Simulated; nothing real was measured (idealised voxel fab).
You're looking at the process module voxel transistor to metal.
Section cut is 195 nm wide and gridded with 5 nm square cells.
In what follows, cross-sections appear as grids of square cells, described through bands that run from the top down, where every band is one or more rows of cells.
Read a band's entry like this: the first values are the height of its top and the height of its bottom in nm, and what follows is the sequence of materials from left to right, each with its width in nm. Note that "air" is empty space, and that a single material marked "full width" reaches across the band from edge to edge.
It should be noted that heights are counted from 0, beneath which the wafer as supplied is of one material throughout, and that the lowest band possesses no lower boundary but continues downward, as written in "0..down".
Read "30 to 40" as a graded width: first number on top, second number at the bottom, same change between each pair of neighbouring rows.
Where a step carries "nothing was modified", the cross-section came out of it unchanged, cell for cell.
Voids not open to the top, 8 cells minimum: see "Closed void register". Written width x height at distance; distance is from the left edge; nm.
It should be noted that, on the line of a given step, the content following the step's settings is a remark produced by the simulator itself with respect to that step.
A step line may carry the setting "overlay nm", which, for steps involving a mask, states the distance by which the mask lay to the right of its intended position; negative values denote displacement to the left.
Intended process steps
1,RECEIVE | material Si
2,OXIDIZE | depth nm 5
3,CONFORMAL_DEP | material SiN | thk nm 15
4,MASKED_ETCH | tone cover | mask id ACTIVE | width nm 105 | etch materials SiN | depth nm 15 | overlay nm 0
5,MASKED_ETCH | tone cover | mask id ACTIVE | width nm 105 | etch materials SiO2 | depth nm 5 | overlay nm 0
6,MASKED_ETCH | tone cover | mask id ACTIVE | width nm 105 | etch materials Si | depth nm 20 | overlay nm 0
7,FILL_DEP | material SiO2 | thk nm 5
8,CMP | height nm 15
9,SELECTIVE_ETCH | etch materials SiO2 | depth nm 5
10,STRIP | etch materials SiN
11,SELECTIVE_ETCH | etch materials SiO2 | depth nm 5
12,OXIDIZE | depth nm 5
13,DIRECTIONAL_DEP | material polySi | thk nm 25
14,DIRECTIONAL_DEP | material SiCN | thk nm 10
15,DIRECTIONAL_DEP | material aC | thk nm 15
16,PATTERN | tone cover | mask id GATE | material resist | width nm 35 | thk nm 30 | overlay nm 0
17,DIRECTIONAL_ETCH | etch materials aC | depth nm 15
18,STRIP | etch materials resist
19,DIRECTIONAL_ETCH | etch materials SiCN | depth nm 20
20,DIRECTIONAL_ETCH | etch materials polySi | depth nm 35
21,STRIP | etch materials aC
22,CONFORMAL_DEP | material SiN | thk nm 5
23,DIRECTIONAL_ETCH | etch materials SiN | depth nm 5
24,DIRECTIONAL_ETCH | etch materials SiO2 | depth nm 5
25,DIRECTIONAL_ETCH | etch materials Si | depth nm 5
26,EPI | material pSi | thk nm 5
27,FILL_DEP | material SiO2 | thk nm 5
28,CMP | height nm 20
29,STRIP | etch materials polySi
30,SELECTIVE_ETCH | etch materials SiO2 | depth nm 5
31,CONFORMAL_DEP | material HfO2 | thk nm 5
32,CONFORMAL_DEP | material TiN | thk nm 5
33,FILL_DEP | material W | thk nm 5
34,CMP | height nm 15
35,DIRECTIONAL_DEP | material SiO2 | thk nm 10
36,PATTERN | tone open | mask id CONTACT | material resist | width nm 15 | pitch nm 80 | thk nm 20 | overlay nm 0
37,DIRECTIONAL_ETCH | etch materials SiO2 | depth nm 35
38,STRIP | etch materials resist
39,CONFORMAL_DEP | material TiN | thk nm 5
40,FILL_DEP | material Ru | thk nm 10
41,CMP | height nm 25
42,DIRECTIONAL_DEP | material TiN | thk nm 5
43,DIRECTIONAL_DEP | material Ru | thk nm 25
44,MASKED_ETCH | tone cover | mask id METAL_1 | width nm 15 | pitch nm 80 | etch materials Ru | depth nm 25 | overlay nm 0
45,MASKED_ETCH | tone cover | mask id METAL_1 | width nm 15 | pitch nm 80 | etch materials TiN | depth nm 5 | overlay nm 0
46,FILL_DEP | material SiO2 | thk nm 5
47,CMP | height nm 55
48,CONFORMAL_DEP | material SiN | thk nm 5
What follows covers the first of two wafers; it ran as planned
Cross-section of the wafer at receipt, which is the condition after step 1
> 0..down = Si full width
> Closed void register: none
Wafer section view after processing step 2
> 0..-5 = SiO2 full width
> Unchanged below -5.
Wafer section view after processing step 3
> 15..0 = SiN full width
> Unchanged below 0.
Wafer section view after processing step 4
> 15..0 = air 45 / SiN 105 / air 45
> Unchanged below 0.
Wafer section view after processing step 5
> 15..0 = air 45 / SiN 105 / air 45
> 0..-5 = air 45 / SiO2 105 / air 45
> Unchanged below -5.
Wafer section view after processing step 6
> 15..0 = air 45 / SiN 105 / air 45
> 0..-5 = air 45 / SiO2 105 / air 45
> -5..-25 = air 45 / Si 105 / air 45
> Unchanged below -25.
Wafer section view after processing step 7
> 20..15 = SiO2 full width
> 15..0 = SiO2 45 / SiN 105 / SiO2 45
> 0..-5 = SiO2 full width
> -5..-25 = SiO2 45 / Si 105 / SiO2 45
> Unchanged below -25.
Wafer section view after processing step 8
> 15..0 = SiO2 45 / SiN 105 / SiO2 45
> Unchanged below 0.
Wafer section view after processing step 9
> 15..10 = air 45 / SiN 105 / air 45
> Unchanged below 10.
Wafer section view after processing step 10
> 10..0 = SiO2 45 / air 105 / SiO2 45
> Unchanged below 0.
Wafer section view after processing step 11
> 5..-5 = SiO2 40 / air 115 / SiO2 40
> Unchanged below -5.
Wafer section view after processing step 12
> 5..-5 = SiO2 40 / air 115 / SiO2 40
> -5..-10 = SiO2 full width
> Unchanged below -10.
Wafer section view after processing step 13
> 30..20 = polySi 40 / air 115 / polySi 40
> 20..5 = polySi full width
> 5..-5 = SiO2 40 / polySi 115 / SiO2 40
> Unchanged below -5.
Wafer section view after processing step 14
> 40..30 = SiCN 40 / air 115 / SiCN 40
> 30..20 = polySi 40 / SiCN 115 / polySi 40
> Unchanged below 20.
Wafer section view after processing step 15
> 55..45 = aC 40 / air 115 / aC 40
> 45..40 = aC full width
> 40..30 = SiCN 40 / aC 115 / SiCN 40
> Unchanged below 30.
Wafer section view after processing step 16
> 85..55 = air 80 / resist 35 / air 80
> 55..45 = aC 40 / air 40 / resist 35 / air 40 / aC 40
> Unchanged below 45.
Wafer section view after processing step 17
> 70..45 = air 80 / resist 35 / air 80
> 45..40 = air 80 / aC 35 / air 80
> 40..30 = SiCN 40 / air 40 / aC 35 / air 40 / SiCN 40
> Unchanged below 30.
Wafer section view after processing step 18
> 45..40 = air 80 / aC 35 / air 80
> Unchanged below 40.
Wafer section view after processing step 19
> 45..30 = air 80 / aC 35 / air 80
> 30..20 = polySi 40 / air 40 / SiCN 35 / air 40 / polySi 40
> Unchanged below 20.
Wafer section view after processing step 20
> 45..30 = air 80 / aC 35 / air 80
> 30..20 = air 80 / SiCN 35 / air 80
> 20..5 = air 80 / polySi 35 / air 80
> 5..-5 = SiO2 40 / air 40 / polySi 35 / air 40 / SiO2 40
> Unchanged below -5.
Wafer section view after processing step 21
> 30..20 = air 80 / SiCN 35 / air 80
> Unchanged below 20.
Wafer section view after processing step 22
> 35..30 = air 75 / SiN 45 / air 75
> 30..20 = air 75 / SiN 5 / SiCN 35 / SiN 5 / air 75
> 20..10 = air 75 / SiN 5 / polySi 35 / SiN 5 / air 75
> 10..5 = SiN 45 / air 30 / SiN 5 / polySi 35 / SiN 5 / air 30 / SiN 45
> 5..0 = SiO2 40 / SiN 5 / air 30 / SiN 5 / polySi 35 / SiN 5 / air 30 / SiN 5 / SiO2 40
> 0..-5 = SiO2 40 / SiN 40 / polySi 35 / SiN 40 / SiO2 40
> Unchanged below -5.
Wafer section view after processing step 23
> 30..20 = air 75 / SiN 5 / SiCN 35 / SiN 5 / air 75
> 20..5 = air 75 / SiN 5 / polySi 35 / SiN 5 / air 75
> 5..-5 = SiO2 40 / SiN 5 / air 30 / SiN 5 / polySi 35 / SiN 5 / air 30 / SiN 5 / SiO2 40
> Unchanged below -5.
Wafer section view after processing step 24
> 30..20 = air 75 / SiN 5 / SiCN 35 / SiN 5 / air 75
> 20..5 = air 75 / SiN 5 / polySi 35 / SiN 5 / air 75
> 5..0 = air 40 / SiN 5 / air 30 / SiN 5 / polySi 35 / SiN 5 / air 30 / SiN 5 / air 40
> 0..-5 = SiO2 40 / SiN 5 / air 30 / SiN 5 / polySi 35 / SiN 5 / air 30 / SiN 5 / SiO2 40
> -5..-10 = SiO2 45 / air 30 / SiO2 45 / air 30 / SiO2 45
> Unchanged below -10.
Wafer section view after processing step 25
> 30..20 = air 75 / SiN 5 / SiCN 35 / SiN 5 / air 75
> 20..5 = air 75 / SiN 5 / polySi 35 / SiN 5 / air 75
> 5..0 = air 40 / SiN 5 / air 30 / SiN 5 / polySi 35 / SiN 5 / air 30 / SiN 5 / air 40
> 0..-5 = SiO2 40 / SiN 5 / air 30 / SiN 5 / polySi 35 / SiN 5 / air 30 / SiN 5 / SiO2 40
> -5..-10 = SiO2 45 / air 30 / SiO2 45 / air 30 / SiO2 45
> -10..-15 = SiO2 45 / air 30 / Si 45 / air 30 / SiO2 45
> Unchanged below -15.
Wafer section view after processing step 26
> 30..20 = air 75 / SiN 5 / SiCN 35 / SiN 5 / air 75
> 20..5 = air 75 / SiN 5 / polySi 35 / SiN 5 / air 75
> 5..0 = air 40 / SiN 5 / air 30 / SiN 5 / polySi 35 / SiN 5 / air 30 / SiN 5 / air 40
> 0..-5 = SiO2 40 / SiN 5 / air 30 / SiN 5 / polySi 35 / SiN 5 / air 30 / SiN 5 / SiO2 40
> -5..-10 = SiO2 45 / air 25 / pSi 5 / SiO2 45 / pSi 5 / air 25 / SiO2 45
> -10..-15 = SiO2 45 / pSi 30 / Si 45 / pSi 30 / SiO2 45
> Unchanged below -15.
Wafer section view after processing step 27
> 35..30 = SiO2 full width
> 30..20 = SiO2 75 / SiN 5 / SiCN 35 / SiN 5 / SiO2 75
> 20..5 = SiO2 75 / SiN 5 / polySi 35 / SiN 5 / SiO2 75
> 5..-5 = SiO2 40 / SiN 5 / SiO2 30 / SiN 5 / polySi 35 / SiN 5 / SiO2 30 / SiN 5 / SiO2 40
> -5..-10 = SiO2 70 / pSi 5 / SiO2 45 / pSi 5 / SiO2 70
> Unchanged below -10.
Wafer section view after processing step 28
> 20..5 = SiO2 75 / SiN 5 / polySi 35 / SiN 5 / SiO2 75
> Unchanged below 5.
Wafer section view after processing step 29
> 20..5 = SiO2 75 / SiN 5 / air 35 / SiN 5 / SiO2 75
> 5..-5 = SiO2 40 / SiN 5 / SiO2 30 / SiN 5 / air 35 / SiN 5 / SiO2 30 / SiN 5 / SiO2 40
> Unchanged below -5.
Wafer section view after processing step 30
> 20..15 = air 75 / SiN 5 / air 35 / SiN 5 / air 75
> 15..5 = SiO2 75 / SiN 5 / air 35 / SiN 5 / SiO2 75
> 5..-5 = SiO2 40 / SiN 5 / SiO2 30 / SiN 5 / air 35 / SiN 5 / SiO2 30 / SiN 5 / SiO2 40
> -5..-10 = SiO2 70 / pSi 5 / air 45 / pSi 5 / SiO2 70
> Unchanged below -10.
Wafer section view after processing step 31
> 25..20 = air 70 / HfO2 15 / air 25 / HfO2 15 / air 70
> 20..15 = HfO2 75 / SiN 5 / HfO2 5 / air 25 / HfO2 5 / SiN 5 / HfO2 75
> 15..5 = SiO2 75 / SiN 5 / HfO2 5 / air 25 / HfO2 5 / SiN 5 / SiO2 75
> 5..-5 = SiO2 40 / SiN 5 / SiO2 30 / SiN 5 / HfO2 5 / air 25 / HfO2 5 / SiN 5 / SiO2 30 / SiN 5 / SiO2 40
> -5..-10 = SiO2 70 / pSi 5 / HfO2 45 / pSi 5 / SiO2 70
> Unchanged below -10.
Wafer section view after processing step 32
> 30..25 = air 65 / TiN 25 / air 15 / TiN 25 / air 65
> 25..20 = TiN 70 / HfO2 15 / TiN 5 / air 15 / TiN 5 / HfO2 15 / TiN 70
> 20..15 = HfO2 75 / SiN 5 / HfO2 5 / TiN 5 / air 15 / TiN 5 / HfO2 5 / SiN 5 / HfO2 75
> 15..5 = SiO2 75 / SiN 5 / HfO2 5 / TiN 5 / air 15 / TiN 5 / HfO2 5 / SiN 5 / SiO2 75
> 5..0 = SiO2 40 / SiN 5 / SiO2 30 / SiN 5 / HfO2 5 / TiN 5 / air 15 / TiN 5 / HfO2 5 / SiN 5 / SiO2 30 / SiN 5 / SiO2 40
> 0..-5 = SiO2 40 / SiN 5 / SiO2 30 / SiN 5 / HfO2 5 / TiN 25 / HfO2 5 / SiN 5 / SiO2 30 / SiN 5 / SiO2 40
> Unchanged below -5.
Wafer section view after processing step 33
> 35..30 = W full width
> 30..25 = W 65 / TiN 25 / W 15 / TiN 25 / W 65
> 25..20 = TiN 70 / HfO2 15 / TiN 5 / W 15 / TiN 5 / HfO2 15 / TiN 70
> 20..15 = HfO2 75 / SiN 5 / HfO2 5 / TiN 5 / W 15 / TiN 5 / HfO2 5 / SiN 5 / HfO2 75
> 15..5 = SiO2 75 / SiN 5 / HfO2 5 / TiN 5 / W 15 / TiN 5 / HfO2 5 / SiN 5 / SiO2 75
> 5..0 = SiO2 40 / SiN 5 / SiO2 30 / SiN 5 / HfO2 5 / TiN 5 / W 15 / TiN 5 / HfO2 5 / SiN 5 / SiO2 30 / SiN 5 / SiO2 40
> Unchanged below 0.
Wafer section view after processing step 34
> 15..5 = SiO2 75 / SiN 5 / HfO2 5 / TiN 5 / W 15 / TiN 5 / HfO2 5 / SiN 5 / SiO2 75
> Unchanged below 5.
Wafer section view after processing step 35
> 25..15 = SiO2 full width
> Unchanged below 15.
Wafer section view after processing step 36
> 45..25 = resist 50 / air 15 / resist 65 / air 15 / resist 50
> Unchanged below 25.
Wafer section view after processing step 37
> 45..25 = resist 50 / air 15 / resist 65 / air 15 / resist 50
> 25..15 = SiO2 50 / air 15 / SiO2 65 / air 15 / SiO2 50
> 15..5 = SiO2 50 / air 15 / SiO2 10 / SiN 5 / HfO2 5 / TiN 5 / W 15 / TiN 5 / HfO2 5 / SiN 5 / SiO2 10 / air 15 / SiO2 50
> 5..0 = SiO2 40 / SiN 5 / SiO2 5 / air 15 / SiO2 10 / SiN 5 / HfO2 5 / TiN 5 / W 15 / TiN 5 / HfO2 5 / SiN 5 / SiO2 10 / air 15 / SiO2 5 / SiN 5 / SiO2 40
> 0..-5 = SiO2 40 / SiN 5 / SiO2 5 / air 15 / SiO2 10 / SiN 5 / HfO2 5 / TiN 25 / HfO2 5 / SiN 5 / SiO2 10 / air 15 / SiO2 5 / SiN 5 / SiO2 40
> -5..-10 = SiO2 50 / air 15 / SiO2 5 / pSi 5 / HfO2 45 / pSi 5 / SiO2 5 / air 15 / SiO2 50
> Unchanged below -10.
Wafer section view after processing step 38
> 25..15 = SiO2 50 / air 15 / SiO2 65 / air 15 / SiO2 50
> Unchanged below 15.
Wafer section view after processing step 39
> 30..25 = TiN 55 / air 5 / TiN 75 / air 5 / TiN 55
> 25..15 = SiO2 50 / TiN 5 / air 5 / TiN 5 / SiO2 65 / TiN 5 / air 5 / TiN 5 / SiO2 50
> 15..5 = SiO2 50 / TiN 5 / air 5 / TiN 5 / SiO2 10 / SiN 5 / HfO2 5 / TiN 5 / W 15 / TiN 5 / HfO2 5 / SiN 5 / SiO2 10 / TiN 5 / air 5 / TiN 5 / SiO2 50
> 5..0 = SiO2 40 / SiN 5 / SiO2 5 / TiN 5 / air 5 / TiN 5 / SiO2 10 / SiN 5 / HfO2 5 / TiN 5 / W 15 / TiN 5 / HfO2 5 / SiN 5 / SiO2 10 / TiN 5 / air 5 / TiN 5 / SiO2 5 / SiN 5 / SiO2 40
> 0..-5 = SiO2 40 / SiN 5 / SiO2 5 / TiN 5 / air 5 / TiN 5 / SiO2 10 / SiN 5 / HfO2 5 / TiN 25 / HfO2 5 / SiN 5 / SiO2 10 / TiN 5 / air 5 / TiN 5 / SiO2 5 / SiN 5 / SiO2 40
> -5..-10 = SiO2 50 / TiN 15 / SiO2 5 / pSi 5 / HfO2 45 / pSi 5 / SiO2 5 / TiN 15 / SiO2 50
> Unchanged below -10.
Wafer section view after processing step 40
> 40..30 = Ru full width
> 30..25 = TiN 55 / Ru 5 / TiN 75 / Ru 5 / TiN 55
> 25..15 = SiO2 50 / TiN 5 / Ru 5 / TiN 5 / SiO2 65 / TiN 5 / Ru 5 / TiN 5 / SiO2 50
> 15..5 = SiO2 50 / TiN 5 / Ru 5 / TiN 5 / SiO2 10 / SiN 5 / HfO2 5 / TiN 5 / W 15 / TiN 5 / HfO2 5 / SiN 5 / SiO2 10 / TiN 5 / Ru 5 / TiN 5 / SiO2 50
> 5..0 = SiO2 40 / SiN 5 / SiO2 5 / TiN 5 / Ru 5 / TiN 5 / SiO2 10 / SiN 5 / HfO2 5 / TiN 5 / W 15 / TiN 5 / HfO2 5 / SiN 5 / SiO2 10 / TiN 5 / Ru 5 / TiN 5 / SiO2 5 / SiN 5 / SiO2 40
> 0..-5 = SiO2 40 / SiN 5 / SiO2 5 / TiN 5 / Ru 5 / TiN 5 / SiO2 10 / SiN 5 / HfO2 5 / TiN 25 / HfO2 5 / SiN 5 / SiO2 10 / TiN 5 / Ru 5 / TiN 5 / SiO2 5 / SiN 5 / SiO2 40
> Unchanged below -5.
Wafer section view after processing step 41
> 25..15 = SiO2 50 / TiN 5 / Ru 5 / TiN 5 / SiO2 65 / TiN 5 / Ru 5 / TiN 5 / SiO2 50
> Unchanged below 15.
Wafer section view after processing step 42
> 30..25 = TiN full width
> Unchanged below 25.
Wafer section view after processing step 43
> 55..30 = Ru full width
> Unchanged below 30.
Wafer section view after processing step 44
> 55..30 = air 50 / Ru 15 / air 65 / Ru 15 / air 50
> Unchanged below 30.
Wafer section view after processing step 45
> 55..30 = air 50 / Ru 15 / air 65 / Ru 15 / air 50
> 30..25 = air 50 / TiN 15 / air 65 / TiN 15 / air 50
> Unchanged below 25.
Wafer section view after processing step 46
> 60..55 = SiO2 full width
> 55..30 = SiO2 50 / Ru 15 / SiO2 65 / Ru 15 / SiO2 50
> 30..25 = SiO2 50 / TiN 15 / SiO2 65 / TiN 15 / SiO2 50
> Unchanged below 25.
Wafer section view after processing step 47
> 55..30 = SiO2 50 / Ru 15 / SiO2 65 / Ru 15 / SiO2 50
> Unchanged below 30.
Wafer section view after processing step 48
> 60..55 = SiN full width
> Unchanged below 55.
The second wafer was prepared from the same starting point and under the same plan as the first; its processing contained one mistake, and it remains indistinguishable from the first wafer up to and including step 15
Second wafer cross-section, taken as of the time the plan sets for step 16 to be done
> 85..55 = resist 80 / air 35 / resist 80
> 55..45 = aC 40 / resist 40 / air 35 / resist 40 / aC 40
> Unchanged below 45.
Second wafer cross-section, taken as of the time the plan sets for step 17 to be done
> 70..55 = resist 80 / air 35 / resist 80
> 55..45 = aC 40 / resist 40 / air 35 / resist 40 / aC 40
> 45..40 = aC 80 / air 35 / aC 80
> 40..30 = SiCN 40 / aC 40 / air 35 / aC 40 / SiCN 40
> Unchanged below 30.
Second wafer cross-section, taken as of the time the plan sets for step 18 to be done
> 55..45 = aC 40 / air 115 / aC 40
> Unchanged below 45.
Second wafer cross-section, taken as of the time the plan sets for step 19 to be done
> 55..45 = aC 40 / air 115 / aC 40
> 45..40 = aC 80 / air 35 / aC 80
> 40..30 = SiCN 40 / aC 40 / air 35 / aC 40 / SiCN 40
> 30..20 = polySi 40 / SiCN 40 / air 35 / SiCN 40 / polySi 40
> Unchanged below 20.
Second wafer cross-section, taken as of the time the plan sets for step 20 to be done
> 55..45 = aC 40 / air 115 / aC 40
> 45..40 = aC 80 / air 35 / aC 80
> 40..30 = SiCN 40 / aC 40 / air 35 / aC 40 / SiCN 40
> 30..20 = polySi 40 / SiCN 40 / air 35 / SiCN 40 / polySi 40
> 20..5 = polySi 80 / air 35 / polySi 80
> 5..-5 = SiO2 40 / polySi 40 / air 35 / polySi 40 / SiO2 40
> Unchanged below -5.
Second wafer cross-section, taken as of the time the plan sets for step 21 to be done
> 40..30 = SiCN 40 / air 115 / SiCN 40
> Unchanged below 30.
Second wafer cross-section, taken as of the time the plan sets for step 22 to be done
> 45..40 = SiN 45 / air 105 / SiN 45
> 40..30 = SiCN 40 / SiN 5 to 45 / air 105 to 25 / SiN 5 to 45 / SiCN 40
> 30..20 = polySi 40 / SiCN 40 / SiN 5 / air 25 / SiN 5 / SiCN 40 / polySi 40
> 20..5 = polySi 80 / SiN 5 / air 25 / SiN 5 / polySi 80
> 5..0 = SiO2 40 / polySi 40 / SiN 5 / air 25 / SiN 5 / polySi 40 / SiO2 40
> 0..-5 = SiO2 40 / polySi 40 / SiN 35 / polySi 40 / SiO2 40
> Unchanged below -5.
Second wafer cross-section, taken as of the time the plan sets for step 23 to be done
> 40..30 = SiCN 40 / SiN 5 / air 105 / SiN 5 / SiCN 40
> 30..20 = polySi 40 / SiCN 40 / SiN 5 / air 25 / SiN 5 / SiCN 40 / polySi 40
> 20..5 = polySi 80 / SiN 5 / air 25 / SiN 5 / polySi 80
> 5..-5 = SiO2 40 / polySi 40 / SiN 5 / air 25 / SiN 5 / polySi 40 / SiO2 40
> Unchanged below -5.
Second wafer cross-section, taken as of the time the plan sets for step 24 to be done
> 40..30 = SiCN 40 / SiN 5 / air 105 / SiN 5 / SiCN 40
> 30..20 = polySi 40 / SiCN 40 / SiN 5 / air 25 / SiN 5 / SiCN 40 / polySi 40
> 20..5 = polySi 80 / SiN 5 / air 25 / SiN 5 / polySi 80
> 5..-5 = SiO2 40 / polySi 40 / SiN 5 / air 25 / SiN 5 / polySi 40 / SiO2 40
> -5..-10 = SiO2 85 / air 25 / SiO2 85
> Unchanged below -10.
Second wafer cross-section, taken as of the time the plan sets for step 25 to be done
> 40..30 = SiCN 40 / SiN 5 / air 105 / SiN 5 / SiCN 40
> 30..20 = polySi 40 / SiCN 40 / SiN 5 / air 25 / SiN 5 / SiCN 40 / polySi 40
> 20..5 = polySi 80 / SiN 5 / air 25 / SiN 5 / polySi 80
> 5..-5 = SiO2 40 / polySi 40 / SiN 5 / air 25 / SiN 5 / polySi 40 / SiO2 40
> -5..-10 = SiO2 85 / air 25 / SiO2 85
> -10..-15 = SiO2 45 / Si 40 / air 25 / Si 40 / SiO2 45
> Unchanged below -15.
Second wafer cross-section, taken as of the time the plan sets for step 26 to be done
> 40..30 = SiCN 40 / SiN 5 / air 105 / SiN 5 / SiCN 40
> 30..20 = polySi 40 / SiCN 40 / SiN 5 / air 25 / SiN 5 / SiCN 40 / polySi 40
> 20..5 = polySi 80 / SiN 5 / air 25 / SiN 5 / polySi 80
> 5..-5 = SiO2 40 / polySi 40 / SiN 5 / air 25 / SiN 5 / polySi 40 / SiO2 40
> -5..-10 = SiO2 85 / pSi 5 / air 15 / pSi 5 / SiO2 85
> -10..-15 = SiO2 45 / Si 40 / pSi 25 / Si 40 / SiO2 45
> Unchanged below -15.
Second wafer cross-section, taken as of the time the plan sets for step 27 to be done
> 45..40 = SiO2 full width
> 40..30 = SiCN 40 / SiN 5 / SiO2 105 / SiN 5 / SiCN 40
> 30..20 = polySi 40 / SiCN 40 / SiN 5 / SiO2 25 / SiN 5 / SiCN 40 / polySi 40
> 20..5 = polySi 80 / SiN 5 / SiO2 25 / SiN 5 / polySi 80
> 5..-5 = SiO2 40 / polySi 40 / SiN 5 / SiO2 25 / SiN 5 / polySi 40 / SiO2 40
> -5..-10 = SiO2 85 / pSi 5 / SiO2 15 / pSi 5 / SiO2 85
> Unchanged below -10.
Second wafer cross-section, taken as of the time the plan sets for step 28 to be done
> 20..5 = polySi 80 / SiN 5 / SiO2 25 / SiN 5 / polySi 80
> Unchanged below 5.
Second wafer cross-section, taken as of the time the plan sets for step 29 to be done
> 20..5 = air 80 / SiN 5 / SiO2 25 / SiN 5 / air 80
> 5..-5 = SiO2 40 / air 40 / SiN 5 / SiO2 25 / SiN 5 / air 40 / SiO2 40
> Unchanged below -5.
Second wafer cross-section, taken as of the time the plan sets for step 30 to be done
> 20..15 = air 80 / SiN 5 / air 25 / SiN 5 / air 80
> 15..0 = air 80 / SiN 5 / SiO2 25 / SiN 5 / air 80
> 0..-5 = SiO2 35 / air 45 / SiN 5 / SiO2 25 / SiN 5 / air 45 / SiO2 35
> -5..-10 = SiO2 35 / air 50 / pSi 5 / SiO2 15 / pSi 5 / air 50 / SiO2 35
> Unchanged below -10.
Second wafer cross-section, taken as of the time the plan sets for step 31 to be done
> 25..20 = air 75 / HfO2 15 / air 15 / HfO2 15 / air 75
> 20..15 = air 75 / HfO2 5 / SiN 5 / HfO2 25 / SiN 5 / HfO2 5 / air 75
> 15..5 = air 75 / HfO2 5 / SiN 5 / SiO2 25 / SiN 5 / HfO2 5 / air 75
> 5..0 = HfO2 40 / air 35 / HfO2 5 / SiN 5 / SiO2 25 / SiN 5 / HfO2 5 / air 35 / HfO2 40
> 0..-5 = SiO2 35 / HfO2 5 / air 35 / HfO2 5 / SiN 5 / SiO2 25 / SiN 5 / HfO2 5 / air 35 / HfO2 5 / SiO2 35
> -5..-10 = SiO2 35 / HfO2 50 / pSi 5 / SiO2 15 / pSi 5 / HfO2 50 / SiO2 35
> Unchanged below -10.
Second wafer cross-section, taken as of the time the plan sets for step 32 to be done
> 30..25 = air 70 / TiN 25 / air 5 / TiN 25 / air 70
> 25..20 = air 70 / TiN 5 / HfO2 15 / TiN 15 / HfO2 15 / TiN 5 / air 70
> 20..15 = air 70 / TiN 5 / HfO2 5 / SiN 5 / HfO2 25 / SiN 5 / HfO2 5 / TiN 5 / air 70
> 15..10 = air 70 / TiN 5 / HfO2 5 / SiN 5 / SiO2 25 / SiN 5 / HfO2 5 / TiN 5 / air 70
> 10..5 = TiN 45 / air 25 / TiN 5 / HfO2 5 / SiN 5 / SiO2 25 / SiN 5 / HfO2 5 / TiN 5 / air 25 / TiN 45
> 5..0 = HfO2 40 / TiN 5 / air 25 / TiN 5 / HfO2 5 / SiN 5 / SiO2 25 / SiN 5 / HfO2 5 / TiN 5 / air 25 / TiN 5 / HfO2 40
> 0..-5 = SiO2 35 / HfO2 5 / TiN 35 / HfO2 5 / SiN 5 / SiO2 25 / SiN 5 / HfO2 5 / TiN 35 / HfO2 5 / SiO2 35
> Unchanged below -5.
Second wafer cross-section, taken as of the time the plan sets for step 33 to be done
> 35..30 = W full width
> 30..25 = W 70 / TiN 25 / W 5 / TiN 25 / W 70
> 25..20 = W 70 / TiN 5 / HfO2 15 / TiN 15 / HfO2 15 / TiN 5 / W 70
> 20..15 = W 70 / TiN 5 / HfO2 5 / SiN 5 / HfO2 25 / SiN 5 / HfO2 5 / TiN 5 / W 70
> 15..10 = W 70 / TiN 5 / HfO2 5 / SiN 5 / SiO2 25 / SiN 5 / HfO2 5 / TiN 5 / W 70
> 10..5 = TiN 45 / W 25 / TiN 5 / HfO2 5 / SiN 5 / SiO2 25 / SiN 5 / HfO2 5 / TiN 5 / W 25 / TiN 45
> 5..0 = HfO2 40 / TiN 5 / W 25 / TiN 5 / HfO2 5 / SiN 5 / SiO2 25 / SiN 5 / HfO2 5 / TiN 5 / W 25 / TiN 5 / HfO2 40
> Unchanged below 0.
Second wafer cross-section, taken as of the time the plan sets for step 34 to be done
> 15..10 = W 70 / TiN 5 / HfO2 5 / SiN 5 / SiO2 25 / SiN 5 / HfO2 5 / TiN 5 / W 70
> Unchanged below 10.
Second wafer cross-section, taken as of the time the plan sets for step 35 to be done
> 25..15 = SiO2 full width
> Unchanged below 15.
Second wafer cross-section, taken as of the time the plan sets for step 36 to be done
> 45..25 = resist 50 / air 15 / resist 65 / air 15 / resist 50
> Unchanged below 25.
Second wafer cross-section, taken as of the time the plan sets for step 37 to be done
> 45..25 = resist 50 / air 15 / resist 65 / air 15 / resist 50
> 25..15 = SiO2 50 / air 15 / SiO2 65 / air 15 / SiO2 50
> Unchanged below 15.
Second wafer cross-section, taken as of the time the plan sets for step 38 to be done
> 25..15 = SiO2 50 / air 15 / SiO2 65 / air 15 / SiO2 50
> Unchanged below 15.
Second wafer cross-section, taken as of the time the plan sets for step 39 to be done
> 30..25 = TiN 55 / air 5 / TiN 75 / air 5 / TiN 55
> 25..20 = SiO2 50 / TiN 5 / air 5 / TiN 5 / SiO2 65 / TiN 5 / air 5 / TiN 5 / SiO2 50
> 20..15 = SiO2 50 / TiN 15 / SiO2 65 / TiN 15 / SiO2 50
> Unchanged below 15.
Second wafer cross-section, taken as of the time the plan sets for step 40 to be done
> 40..30 = Ru full width
> 30..25 = TiN 55 / Ru 5 / TiN 75 / Ru 5 / TiN 55
> 25..20 = SiO2 50 / TiN 5 / Ru 5 / TiN 5 / SiO2 65 / TiN 5 / Ru 5 / TiN 5 / SiO2 50
> Unchanged below 20.
Second wafer cross-section, taken as of the time the plan sets for step 41 to be done
> 25..20 = SiO2 50 / TiN 5 / Ru 5 / TiN 5 / SiO2 65 / TiN 5 / Ru 5 / TiN 5 / SiO2 50
> Unchanged below 20.
Second wafer cross-section, taken as of the time the plan sets for step 42 to be done
> 30..25 = TiN full width
> Unchanged below 25.
Second wafer cross-section, taken as of the time the plan sets for step 43 to be done
> 55..30 = Ru full width
> Unchanged below 30.
Second wafer cross-section, taken as of the time the plan sets for step 44 to be done
> 55..30 = air 50 / Ru 15 / air 65 / Ru 15 / air 50
> Unchanged below 30.
Second wafer cross-section, taken as of the time the plan sets for step 45 to be done
> 55..30 = air 50 / Ru 15 / air 65 / Ru 15 / air 50
> 30..25 = air 50 / TiN 15 / air 65 / TiN 15 / air 50
> Unchanged below 25.
Second wafer cross-section, taken as of the time the plan sets for step 46 to be done
> 60..55 = SiO2 full width
> 55..30 = SiO2 50 / Ru 15 / SiO2 65 / Ru 15 / SiO2 50
> 30..25 = SiO2 50 / TiN 15 / SiO2 65 / TiN 15 / SiO2 50
> Unchanged below 25.
Second wafer cross-section, taken as of the time the plan sets for step 47 to be done
> 55..30 = SiO2 50 / Ru 15 / SiO2 65 / Ru 15 / SiO2 50
> Unchanged below 30.
Second wafer cross-section, taken as of the time the plan sets for step 48 to be done
> 60..55 = SiN full width
> Unchanged below 55.
Misprocessing identified: it should be noted that step 16 was executed with settings other than those planned, the operation and settings actually applied being PATTERN | tone open | mask id GATE | material resist | width nm 35 | thk nm 30 | overlay nm 0
Final wafer comparison in cells, second versus first, more or fewer per material: HfO2 +29, Ru -10, Si +7, SiN -4, SiO2 -63, TiN +9, W +39, pSi -7
